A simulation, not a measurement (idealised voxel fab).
Process module, titled voxel double patterning
The cross-section on display is named cut; it measures 185 nm wide, and its cells are 5 nm squares.
A cross-section is written here as square cells arranged in a grid, and it is given in bands from the top down, each band taking up one or more rows of cells.
For a band, the entry starts with two heights in nm, that of the top and then that of the bottom, and carries on with the band's materials in order from left to right, each alongside its width in nm; the word "throughout" beside a single material means it fills the band edge to edge, and "air" means empty space.
Below 0: as-received wafer, all one material; heights counted from there. Lowest band: no bottom, goes on down, written "0 nm and below".
The expression "30 to 40" gives the width at the extremes of the band, the first number at its top row of cells and the second at its bottom row, with the width changing by equal amounts from each row to the next in between.
Take "everything unchanged" at face value: in the step it is given for, the cross-section changed in none of its cells.
Reported under the label "Enclosed cavity list" are the empty spaces having no open way to the top and comprising 8 cells or more; the notation for each is width x height at distance, in which the distance is measured from the left edge and all three values are in nm.
What comes after the settings on a step's line is commentary from the simulator itself on that step.
On any step carrying a mask, the "overlay nm" setting, if present on the step's line, tells how far right of its planned place the mask lay; negative values point to the left.

THE PROCESS STEPS THAT WERE PLANNED ARE LISTED BELOW
1 RECEIVE: material Si
2 CONFORMAL_DEP: material SiO2, thk nm 5
3 DIRECTIONAL_DEP: material TiN, thk nm 15
4 DIRECTIONAL_DEP: material SiN, thk nm 10
5 DIRECTIONAL_DEP: material aC, thk nm 15
6 PATTERN: tone open, mask id FIRST, material resist, width nm 15, pitch nm 50, thk nm 30, overlay nm 0
7 DIRECTIONAL_ETCH: etch materials aC, depth nm 15
8 STRIP: etch materials resist
9 DIRECTIONAL_ETCH: etch materials SiN, depth nm 10
10 STRIP: etch materials aC
11 PATTERN: tone open, mask id SECOND, material resist, width nm 15, pitch nm 50, thk nm 20, overlay nm 0
12 DIRECTIONAL_ETCH: etch materials SiN, depth nm 10
13 STRIP: etch materials resist
14 DIRECTIONAL_ETCH: etch materials TiN, depth nm 15
15 STRIP: etch materials SiN

HERE'S WHAT THE WAFER LOOKED LIKE IN CROSS-SECTION WHEN IT ARRIVED - THAT'S AFTER STEP 1
0 nm and below | Si throughout
Enclosed cavity list: none

ONE MISTAKE IN RUNNING THE MODULE, OTHERWISE START AND PLAN AS ABOVE: CROSS-SECTION AT THE END
20 nm to 15 nm | SiO2 throughout
15 nm to 0 nm | TiN throughout
0 nm and below | Si throughout
Enclosed cavity list: none
The mistake made against the process plan was this: steps 2 and 3 swapped
